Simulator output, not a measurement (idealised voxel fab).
process module | voxel ribs on slabs
cross-section cut | 140 nm wide | cells 5 nm
A cross-section is a grid of square cells, given in bands from the top down. A band is one or more rows of cells.
Each band's line starts with the height of the band's top and of its bottom, in nm. Then come its materials from left to right, each with its width in nm. One material with "throughout" fills the band from edge to edge. "air" is empty space.
Height 0 is the level under which the wafer as received is all one material. The lowest band goes on downwards, as in "0 down".
A width such as "30 to 40" changes by the same amount from each row of cells to the next, from the band's top row to its bottom row.
"no change" after a step means that no cell of the cross-section changed.
closed voids: empty space of 8 cells or more with no open way to the top, each as width x height at its distance from the left edge, in nm
after a step's settings: what the simulator itself notes on the step
overlay nm, on a step with a mask: how far to the right of its planned place the mask lay; to the left if negative
plan
1 op RECEIVE | material Si
2 op DIRECTIONAL_DEP | material SiO2 | thk nm 20
3 op DIRECTIONAL_DEP | material polySi | thk nm 25
4 op PATTERN | tone cover | mask id RIB | material resist | width nm 30 | thk nm 15 | overlay nm 0
5 op DIRECTIONAL_ETCH | etch materials polySi | depth nm 10
6 op STRIP | etch materials resist
7 op DIRECTIONAL_DEP | material aC | thk nm 15
8 op PATTERN | tone cover | mask id SLAB | material resist | width nm 90 | thk nm 30 | overlay nm 0
9 op DIRECTIONAL_ETCH | etch materials aC | depth nm 15
10 op STRIP | etch materials resist
11 op DIRECTIONAL_ETCH | etch materials polySi | depth nm 15
12 op STRIP | etch materials aC
13 op FILL_DEP | material SiO2 | thk nm 25
14 op CMP | height nm 60
15 op DIRECTIONAL_DEP | material W | thk nm 10
16 op MASKED_ETCH | tone cover | mask id HEATER | width nm 40 | etch materials W | depth nm 10 | overlay nm 0
17 op CONFORMAL_DEP | material SiN | thk nm 10
first wafer, as planned
as received, after step 1
  0 down: Si throughout
  closed voids: none
after step 2
  20 to 0: SiO2 throughout
  below 0: unchanged
after step 3
  45 to 20: polySi throughout
  below 20: unchanged
after step 4
  60 to 45: air 55 | resist 30 | air 55
  below 45: unchanged
after step 5
  60 to 45: air 55 | resist 30 | air 55
  45 to 35: air 55 | polySi 30 | air 55
  below 35: unchanged
after step 6
  45 to 35: air 55 | polySi 30 | air 55
  below 35: unchanged
after step 7
  60 to 50: air 55 | aC 30 | air 55
  50 to 45: aC throughout
  45 to 35: aC 55 | polySi 30 | aC 55
  below 35: unchanged
after step 8
  90 to 60: air 25 | resist 90 | air 25
  60 to 50: air 25 | resist 30 | aC 30 | resist 30 | air 25
  below 50: unchanged
after step 9
  75 to 60: air 25 | resist 90 | air 25
  60 to 50: air 25 | resist 30 | aC 30 | resist 30 | air 25
  50 to 45: air 25 | aC 90 | air 25
  45 to 35: air 25 | aC 30 | polySi 30 | aC 30 | air 25
  below 35: unchanged
after step 10
  60 to 50: air 55 | aC 30 | air 55
  below 50: unchanged
after step 11
  60 to 50: air 55 | aC 30 | air 55
  50 to 45: air 25 | aC 90 | air 25
  45 to 35: air 25 | aC 30 | polySi 30 | aC 30 | air 25
  35 to 20: air 25 | polySi 90 | air 25
  below 20: unchanged
after step 12
  45 to 35: air 55 | polySi 30 | air 55
  below 35: unchanged
after step 13
  70 to 45: SiO2 throughout
  45 to 35: SiO2 55 | polySi 30 | SiO2 55
  35 to 20: SiO2 25 | polySi 90 | SiO2 25
  below 20: unchanged
after step 14
  60 to 45: SiO2 throughout
  below 45: unchanged
after step 15
  70 to 60: W throughout
  below 60: unchanged
after step 16
  70 to 60: air 50 | W 40 | air 50
  below 60: unchanged
after step 17
  80 to 70: air 40 | SiN 60 | air 40
  70 to 60: SiN 50 | W 40 | SiN 50
  below 60: unchanged
second wafer: like start, like plan, one mistake. Through step 5 it matches the first wafer
when step 6 should have ended
  75 to 60: air 55 | aC 30 | air 55
  60 to 50: air 55 | resist 30 | air 55
  50 to 45: aC 55 | resist 30 | aC 55
  45 to 35: aC 55 | polySi 30 | aC 55
  below 35: unchanged
when step 7 should have ended
  50 to 45: aC 55 | air 30 | aC 55
  below 45: unchanged
when step 8 should have ended
  80 to 50: air 25 | resist 90 | air 25
  50 to 45: aC 55 | resist 30 | aC 55
  below 45: unchanged
when step 9 should have ended
  65 to 50: air 25 | resist 90 | air 25
  50 to 45: air 25 | aC 30 | resist 30 | aC 30 | air 25
  45 to 35: air 25 | aC 30 | polySi 30 | aC 30 | air 25
  below 35: unchanged
when step 10 should have ended
  50 to 45: air 25 | aC 30 | air 30 | aC 30 | air 25
  below 45: unchanged
when step 11 should have ended
  50 to 35: air 25 | aC 30 | air 30 | aC 30 | air 25
  35 to 30: air 25 | polySi 30 | air 30 | polySi 30 | air 25
  30 to 20: air 25 | polySi 90 | air 25
  below 20: unchanged
when step 12 should have ended
  35 to 30: air 25 | polySi 30 | air 30 | polySi 30 | air 25
  below 30: unchanged
when step 13 should have ended
  60 to 35: SiO2 throughout
  35 to 30: SiO2 25 | polySi 30 | SiO2 30 | polySi 30 | SiO2 25
  30 to 20: SiO2 25 | polySi 90 | SiO2 25
  below 20: unchanged
when step 14 should have ended: no change
when step 15 should have ended
  70 to 60: W throughout
  below 60: unchanged
when step 16 should have ended
  70 to 60: air 50 | W 40 | air 50
  below 60: unchanged
when step 17 should have ended
  80 to 70: air 40 | SiN 60 | air 40
  70 to 60: SiN 50 | W 40 | SiN 50
  below 60: unchanged
what went wrong: steps 6 and 7 were swapped
at the end the second wafer has, in cells: 18 more of SiO2 | 18 fewer of polySi
